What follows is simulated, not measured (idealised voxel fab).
You're looking at the process module voxel self aligned contacts.
Square cells of 5 nm make up the cross-section cut, whose width is 210 nm.
Cross-section layout: square cells on a grid; listed as bands, top to bottom; a band spans one or more cell rows. Within each band entry, the heights of the top and of the bottom of the band appear first, in that order and in nm; the materials of the band then follow from left to right, each with its corresponding width in nm. The designation "everywhere" on a single material indicates that it fills the band from edge to edge; the designation "air" indicates empty space. Height 0 is the level under which the wafer as received is all one material. The lowest band goes on downwards, as in "0..down". The notation "30 to 40" denotes a width that varies across the rows of cells in the band, beginning at the first number in the top row, finishing at the second number in the bottom row, and changing by an identical amount from each row to the next. Step note "identical to before" = no cross-section cell changed. Basically, "Fully sealed voids" tells you about the enclosed voids: empty spaces with no open way to the top, 8 cells or bigger, each written width x height at distance, where distance is from the left edge, all in nm. Anything after a step's settings on that line? It's the simulator's own note about the step. "overlay nm", when on a step's line for a step with a mask, measures how far to the right of its planned place the mask lay; a negative measure means to the left.
SO HERE'S THE LINEUP OF PROCESS STEPS WE PLANNED
1. RECEIVE | material Si
2. CONFORMAL_DEP | material SiO2 | thk nm 5
3. DIRECTIONAL_DEP | material polySi | thk nm 30
4. DIRECTIONAL_DEP | material SiN | thk nm 20
5. PATTERN | tone cover | mask id GATE | material resist | width nm 30 | pitch nm 55 | thk nm 15 | overlay nm 0
6. DIRECTIONAL_ETCH | etch materials SiN | depth nm 20
7. DIRECTIONAL_ETCH | etch materials polySi | depth nm 30
8. STRIP | etch materials resist
9. CONFORMAL_DEP | material SiN | thk nm 5
10. DIRECTIONAL_ETCH | etch materials SiN | depth nm 5
11. FILL_DEP | material SiO2 | thk nm 15
12. CMP | height nm 60
13. MASKED_ETCH | tone open | mask id CONTACT | width nm 35 | pitch nm 55 | etch materials SiO2 | depth nm 60 | overlay nm 0
14. CONFORMAL_DEP | material TiN | thk nm 5
15. FILL_DEP | material W | thk nm 5
16. CMP | height nm 60
17. CONFORMAL_DEP | material SiCN | thk nm 5
THE FIRST OF A SET OF TWO WAFERS, RUN TO PLAN
THE CROSS-SECTION HERE SHOWS THE WAFER AS RECEIVED, I.E. IN ITS STATE AFTER STEP 1
  0..down | Si everywhere
  Fully sealed voids: none
SECTIONAL VIEW: WAFER, AFTER STEP 2
  5..0 | SiO2 everywhere
  Below 0, the layers are the same as they were.
SECTIONAL VIEW: WAFER, AFTER STEP 3
  35..5 | polySi everywhere
  Below 5, the layers are the same as they were.
SECTIONAL VIEW: WAFER, AFTER STEP 4
  55..35 | SiN everywhere
  Below 35, the layers are the same as they were.
SECTIONAL VIEW: WAFER, AFTER STEP 5
  70..55 | 35 nm air | 30 nm resist | 25 nm air | 30 nm resist | 25 nm air | 30 nm resist | 35 nm air
  Below 55, the layers are the same as they were.
SECTIONAL VIEW: WAFER, AFTER STEP 6
  70..55 | 35 nm air | 30 nm resist | 25 nm air | 30 nm resist | 25 nm air | 30 nm resist | 35 nm air
  55..35 | 35 nm air | 30 nm SiN | 25 nm air | 30 nm SiN | 25 nm air | 30 nm SiN | 35 nm air
  Below 35, the layers are the same as they were.
SECTIONAL VIEW: WAFER, AFTER STEP 7
  70..55 | 35 nm air | 30 nm resist | 25 nm air | 30 nm resist | 25 nm air | 30 nm resist | 35 nm air
  55..35 | 35 nm air | 30 nm SiN | 25 nm air | 30 nm SiN | 25 nm air | 30 nm SiN | 35 nm air
  35..5 | 35 nm air | 30 nm polySi | 25 nm air | 30 nm polySi | 25 nm air | 30 nm polySi | 35 nm air
  Below 5, the layers are the same as they were.
SECTIONAL VIEW: WAFER, AFTER STEP 8
  55..35 | 35 nm air | 30 nm SiN | 25 nm air | 30 nm SiN | 25 nm air | 30 nm SiN | 35 nm air
  Below 35, the layers are the same as they were.
SECTIONAL VIEW: WAFER, AFTER STEP 9
  60..35 | 30 nm air | 40 nm SiN | 15 nm air | 40 nm SiN | 15 nm air | 40 nm SiN | 30 nm air
  35..10 | 30 nm air | 5 nm SiN | 30 nm polySi | 5 nm SiN | 15 nm air | 5 nm SiN | 30 nm polySi | 5 nm SiN | 15 nm air | 5 nm SiN | 30 nm polySi | 5 nm SiN | 30 nm air
  10..5 | 35 nm SiN | 30 nm polySi | 25 nm SiN | 30 nm polySi | 25 nm SiN | 30 nm polySi | 35 nm SiN
  Below 5, the layers are the same as they were.
SECTIONAL VIEW: WAFER, AFTER STEP 10
  55..35 | 30 nm air | 40 nm SiN | 15 nm air | 40 nm SiN | 15 nm air | 40 nm SiN | 30 nm air
  35..5 | 30 nm air | 5 nm SiN | 30 nm polySi | 5 nm SiN | 15 nm air | 5 nm SiN | 30 nm polySi | 5 nm SiN | 15 nm air | 5 nm SiN | 30 nm polySi | 5 nm SiN | 30 nm air
  Below 5, the layers are the same as they were.
SECTIONAL VIEW: WAFER, AFTER STEP 11
  70..55 | SiO2 everywhere
  55..35 | 30 nm SiO2 | 40 nm SiN | 15 nm SiO2 | 40 nm SiN | 15 nm SiO2 | 40 nm SiN | 30 nm SiO2
  35..5 | 30 nm SiO2 | 5 nm SiN | 30 nm polySi | 5 nm SiN | 15 nm SiO2 | 5 nm SiN | 30 nm polySi | 5 nm SiN | 15 nm SiO2 | 5 nm SiN | 30 nm polySi | 5 nm SiN | 30 nm SiO2
  Below 5, the layers are the same as they were.
SECTIONAL VIEW: WAFER, AFTER STEP 12
  60..55 | SiO2 everywhere
  Below 55, the layers are the same as they were.
SECTIONAL VIEW: WAFER, AFTER STEP 13
  60..55 | 60 nm SiO2 | 35 nm air | 20 nm SiO2 | 35 nm air | 60 nm SiO2
  55..35 | 30 nm SiO2 | 40 nm SiN | 15 nm air | 40 nm SiN | 15 nm air | 40 nm SiN | 30 nm SiO2
  35..5 | 30 nm SiO2 | 5 nm SiN | 30 nm polySi | 5 nm SiN | 15 nm air | 5 nm SiN | 30 nm polySi | 5 nm SiN | 15 nm air | 5 nm SiN | 30 nm polySi | 5 nm SiN | 30 nm SiO2
  5..0 | 70 nm SiO2 | 15 nm air | 40 nm SiO2 | 15 nm air | 70 nm SiO2
  Below 0, the layers are the same as they were.
SECTIONAL VIEW: WAFER, AFTER STEP 14
  65..60 | 65 nm TiN | 25 nm air | 30 nm TiN | 25 nm air | 65 nm TiN
  60..55 | 60 nm SiO2 | 15 nm TiN | 5 nm air | 15 nm TiN | 20 nm SiO2 | 15 nm TiN | 5 nm air | 15 nm TiN | 60 nm SiO2
  55..35 | 30 nm SiO2 | 40 nm SiN | 5 nm TiN | 5 nm air | 5 nm TiN | 40 nm SiN | 5 nm TiN | 5 nm air | 5 nm TiN | 40 nm SiN | 30 nm SiO2
  35..5 | 30 nm SiO2 | 5 nm SiN | 30 nm polySi | 5 nm SiN | 5 nm TiN | 5 nm air | 5 nm TiN | 5 nm SiN | 30 nm polySi | 5 nm SiN | 5 nm TiN | 5 nm air | 5 nm TiN | 5 nm SiN | 30 nm polySi | 5 nm SiN | 30 nm SiO2
  5..0 | 70 nm SiO2 | 15 nm TiN | 40 nm SiO2 | 15 nm TiN | 70 nm SiO2
  Below 0, the layers are the same as they were.
SECTIONAL VIEW: WAFER, AFTER STEP 15
  70..65 | W everywhere
  65..60 | 65 nm TiN | 25 nm W | 30 nm TiN | 25 nm W | 65 nm TiN
  60..55 | 60 nm SiO2 | 15 nm TiN | 5 nm W | 15 nm TiN | 20 nm SiO2 | 15 nm TiN | 5 nm W | 15 nm TiN | 60 nm SiO2
  55..35 | 30 nm SiO2 | 40 nm SiN | 5 nm TiN | 5 nm W | 5 nm TiN | 40 nm SiN | 5 nm TiN | 5 nm W | 5 nm TiN | 40 nm SiN | 30 nm SiO2
  35..5 | 30 nm SiO2 | 5 nm SiN | 30 nm polySi | 5 nm SiN | 5 nm TiN | 5 nm W | 5 nm TiN | 5 nm SiN | 30 nm polySi | 5 nm SiN | 5 nm TiN | 5 nm W | 5 nm TiN | 5 nm SiN | 30 nm polySi | 5 nm SiN | 30 nm SiO2
  Below 5, the layers are the same as they were.
SECTIONAL VIEW: WAFER, AFTER STEP 16
  60..55 | 60 nm SiO2 | 15 nm TiN | 5 nm W | 15 nm TiN | 20 nm SiO2 | 15 nm TiN | 5 nm W | 15 nm TiN | 60 nm SiO2
  Below 55, the layers are the same as they were.
SECTIONAL VIEW: WAFER, AFTER STEP 17
  65..60 | SiCN everywhere
  Below 60, the layers are the same as they were.
THE SECOND WAFER: IDENTICAL TO THE FIRST AT THE OUTSET AND IN ITS PLANNED SEQUENCE, DIFFERING ONLY IN THAT ONE MISTAKE WAS MADE DURING PROCESSING; UP TO AND INCLUDING STEP 4, ITS PATH IS THE FIRST WAFER'S PATH
SECOND WAFER, SECTION VIEW, TIME POINT: SCHEDULED END OF STEP 5
  70..55 | 45 nm air | 30 nm resist | 25 nm air | 30 nm resist | 25 nm air | 30 nm resist | 25 nm air
  Below 55, the layers are the same as they were.
SECOND WAFER, SECTION VIEW, TIME POINT: SCHEDULED END OF STEP 6
  70..55 | 45 nm air | 30 nm resist | 25 nm air | 30 nm resist | 25 nm air | 30 nm resist | 25 nm air
  55..35 | 45 nm air | 30 nm SiN | 25 nm air | 30 nm SiN | 25 nm air | 30 nm SiN | 25 nm air
  Below 35, the layers are the same as they were.
SECOND WAFER, SECTION VIEW, TIME POINT: SCHEDULED END OF STEP 7
  70..55 | 45 nm air | 30 nm resist | 25 nm air | 30 nm resist | 25 nm air | 30 nm resist | 25 nm air
  55..35 | 45 nm air | 30 nm SiN | 25 nm air | 30 nm SiN | 25 nm air | 30 nm SiN | 25 nm air
  35..5 | 45 nm air | 30 nm polySi | 25 nm air | 30 nm polySi | 25 nm air | 30 nm polySi | 25 nm air
  Below 5, the layers are the same as they were.
SECOND WAFER, SECTION VIEW, TIME POINT: SCHEDULED END OF STEP 8
  55..35 | 45 nm air | 30 nm SiN | 25 nm air | 30 nm SiN | 25 nm air | 30 nm SiN | 25 nm air
  Below 35, the layers are the same as they were.
SECOND WAFER, SECTION VIEW, TIME POINT: SCHEDULED END OF STEP 9
  60..35 | 40 nm air | 40 nm SiN | 15 nm air | 40 nm SiN | 15 nm air | 40 nm SiN | 20 nm air
  35..10 | 40 nm air | 5 nm SiN | 30 nm polySi | 5 nm SiN | 15 nm air | 5 nm SiN | 30 nm polySi | 5 nm SiN | 15 nm air | 5 nm SiN | 30 nm polySi | 5 nm SiN | 20 nm air
  10..5 | 45 nm SiN | 30 nm polySi | 25 nm SiN | 30 nm polySi | 25 nm SiN | 30 nm polySi | 25 nm SiN
  Below 5, the layers are the same as they were.
SECOND WAFER, SECTION VIEW, TIME POINT: SCHEDULED END OF STEP 10
  55..35 | 40 nm air | 40 nm SiN | 15 nm air | 40 nm SiN | 15 nm air | 40 nm SiN | 20 nm air
  35..5 | 40 nm air | 5 nm SiN | 30 nm polySi | 5 nm SiN | 15 nm air | 5 nm SiN | 30 nm polySi | 5 nm SiN | 15 nm air | 5 nm SiN | 30 nm polySi | 5 nm SiN | 20 nm air
  Below 5, the layers are the same as they were.
SECOND WAFER, SECTION VIEW, TIME POINT: SCHEDULED END OF STEP 11
  70..55 | SiO2 everywhere
  55..35 | 40 nm SiO2 | 40 nm SiN | 15 nm SiO2 | 40 nm SiN | 15 nm SiO2 | 40 nm SiN | 20 nm SiO2
  35..5 | 40 nm SiO2 | 5 nm SiN | 30 nm polySi | 5 nm SiN | 15 nm SiO2 | 5 nm SiN | 30 nm polySi | 5 nm SiN | 15 nm SiO2 | 5 nm SiN | 30 nm polySi | 5 nm SiN | 20 nm SiO2
  Below 5, the layers are the same as they were.
SECOND WAFER, SECTION VIEW, TIME POINT: SCHEDULED END OF STEP 12
  60..55 | SiO2 everywhere
  Below 55, the layers are the same as they were.
SECOND WAFER, SECTION VIEW, TIME POINT: SCHEDULED END OF STEP 13
  60..55 | 60 nm SiO2 | 35 nm air | 20 nm SiO2 | 35 nm air | 60 nm SiO2
  55..35 | 40 nm SiO2 | 40 nm SiN | 15 nm air | 40 nm SiN | 15 nm air | 40 nm SiN | 20 nm SiO2
  35..5 | 40 nm SiO2 | 5 nm SiN | 30 nm polySi | 5 nm SiN | 15 nm air | 5 nm SiN | 30 nm polySi | 5 nm SiN | 15 nm air | 5 nm SiN | 30 nm polySi | 5 nm SiN | 20 nm SiO2
  5..0 | 80 nm SiO2 | 15 nm air | 40 nm SiO2 | 15 nm air | 60 nm SiO2
  Below 0, the layers are the same as they were.
SECOND WAFER, SECTION VIEW, TIME POINT: SCHEDULED END OF STEP 14
  65..60 | 65 nm TiN | 25 nm air | 30 nm TiN | 25 nm air | 65 nm TiN
  60..55 | 60 nm SiO2 | 25 nm TiN | 5 nm air | 5 nm TiN | 20 nm SiO2 | 25 nm TiN | 5 nm air | 5 nm TiN | 60 nm SiO2
  55..35 | 40 nm SiO2 | 40 nm SiN | 5 nm TiN | 5 nm air | 5 nm TiN | 40 nm SiN | 5 nm TiN | 5 nm air | 5 nm TiN | 40 nm SiN | 20 nm SiO2
  35..5 | 40 nm SiO2 | 5 nm SiN | 30 nm polySi | 5 nm SiN | 5 nm TiN | 5 nm air | 5 nm TiN | 5 nm SiN | 30 nm polySi | 5 nm SiN | 5 nm TiN | 5 nm air | 5 nm TiN | 5 nm SiN | 30 nm polySi | 5 nm SiN | 20 nm SiO2
  5..0 | 80 nm SiO2 | 15 nm TiN | 40 nm SiO2 | 15 nm TiN | 60 nm SiO2
  Below 0, the layers are the same as they were.
SECOND WAFER, SECTION VIEW, TIME POINT: SCHEDULED END OF STEP 15
  70..65 | W everywhere
  65..60 | 65 nm TiN | 25 nm W | 30 nm TiN | 25 nm W | 65 nm TiN
  60..55 | 60 nm SiO2 | 25 nm TiN | 5 nm W | 5 nm TiN | 20 nm SiO2 | 25 nm TiN | 5 nm W | 5 nm TiN | 60 nm SiO2
  55..35 | 40 nm SiO2 | 40 nm SiN | 5 nm TiN | 5 nm W | 5 nm TiN | 40 nm SiN | 5 nm TiN | 5 nm W | 5 nm TiN | 40 nm SiN | 20 nm SiO2
  35..5 | 40 nm SiO2 | 5 nm SiN | 30 nm polySi | 5 nm SiN | 5 nm TiN | 5 nm W | 5 nm TiN | 5 nm SiN | 30 nm polySi | 5 nm SiN | 5 nm TiN | 5 nm W | 5 nm TiN | 5 nm SiN | 30 nm polySi | 5 nm SiN | 20 nm SiO2
  Below 5, the layers are the same as they were.
SECOND WAFER, SECTION VIEW, TIME POINT: SCHEDULED END OF STEP 16
  60..55 | 60 nm SiO2 | 25 nm TiN | 5 nm W | 5 nm TiN | 20 nm SiO2 | 25 nm TiN | 5 nm W | 5 nm TiN | 60 nm SiO2
  Below 55, the layers are the same as they were.
SECOND WAFER, SECTION VIEW, TIME POINT: SCHEDULED END OF STEP 17
  65..60 | SiCN everywhere
  Below 60, the layers are the same as they were.
Want to know what went wrong? not per plan at step 5, really ran PATTERN | tone cover | mask id GATE | material resist | width nm 30 | pitch nm 55 | thk nm 15 | overlay nm 10
Final wafers compared: equal cell tally per material, rearranged layout.
